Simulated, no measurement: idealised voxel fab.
The process module that follows is named voxel self aligned contacts.
Pictured: cross-section cut, 250 nm wide, on a grid of 5 nm square cells.
Heads up, the way a cross-section reads in here is a grid of square cells, handed over as bands from the top down, with every band being one or more rows of cells.
Look at the band entry: it leads with the top's height and the bottom's height in nm. Then it lists the materials left to right, with a width in nm for each. The word "throughout" on a single material says that material fills the band edge to edge. The word "empty" is empty space.
Heights are expressed relative to 0, this being the level below which the as-received wafer comprises one material exclusively. The lowest band is unbounded in the downward direction and is denoted as in "top 0, no bottom".
A width given as "30->40" starts at the first number in the band's top row and ends at the second number in its bottom row, shifting by an equal amount at every step from row to row.
"no modification" after a step means that no cell of the cross-section changed.
"Closed-off voids" specifies each empty space that is not open to the top and that occupies no fewer than 8 cells, using the form width x height at distance, the distance measured from the left edge and all three quantities in nm.
That trailing text on a step's line, after the settings, is the simulator's own remark on the step.
overlay nm: on a step with a mask, how far right of its planned place the mask lay; negative means left.
## The steps planned for the process are as follows
1) RECEIVE,material Si
2) OXIDIZE,depth nm 5
3) DIRECTIONAL_DEP,material polySi,thk nm 25
4) DIRECTIONAL_DEP,material SiN,thk nm 25
5) DIRECTIONAL_DEP,material aC,thk nm 15
6) PATTERN,tone cover,mask id GATE,material resist,width nm 35,pitch nm 75,thk nm 35,overlay nm 0
7) DIRECTIONAL_ETCH,etch materials aC,depth nm 15
8) STRIP,etch materials resist
9) DIRECTIONAL_ETCH,etch materials SiN,depth nm 25
10) DIRECTIONAL_ETCH,etch materials polySi,depth nm 25
11) STRIP,etch materials aC
12) CONFORMAL_DEP,material SiN,thk nm 10
13) DIRECTIONAL_ETCH,etch materials SiN,depth nm 10
14) FILL_DEP,material SiO2,thk nm 15
15) CMP,height nm 55
16) MASKED_ETCH,tone open,mask id CONTACT,width nm 60,etch materials SiO2,depth nm 60,overlay nm 0
17) CONFORMAL_DEP,material TiN,thk nm 5
18) FILL_DEP,material Ru,thk nm 5
19) CMP,height nm 55
20) CONFORMAL_DEP,material SiN,thk nm 5
## As received (post step 1): cross-section
- top 0, no bottom: Si throughout
- Closed-off voids: none
## Post-module cross-section: identical start and plan to those above, one misstep in execution
- top 60, bottom 55: SiN throughout
- top 55, bottom 50: SiO2: 95, TiN: 15, Ru: 30, TiN: 15, SiO2: 95
- top 50, bottom 25: SiO2: 70, SiN: 35, TiN: 5, Ru: 30, TiN: 5, SiN: 35, SiO2: 70
- top 25, bottom 0: SiO2: 70, polySi: 35, TiN: 5, Ru: 30, TiN: 5, polySi: 35, SiO2: 70
- top 0, bottom -5: SiO2: 105, TiN: 40, SiO2: 105
- top -5, no bottom: Si throughout
- Closed-off voids: none
what went wrong: step 12 ran with different settings than intended, the actual operation and settings being CONFORMAL_DEP,material SiO2,thk nm 10
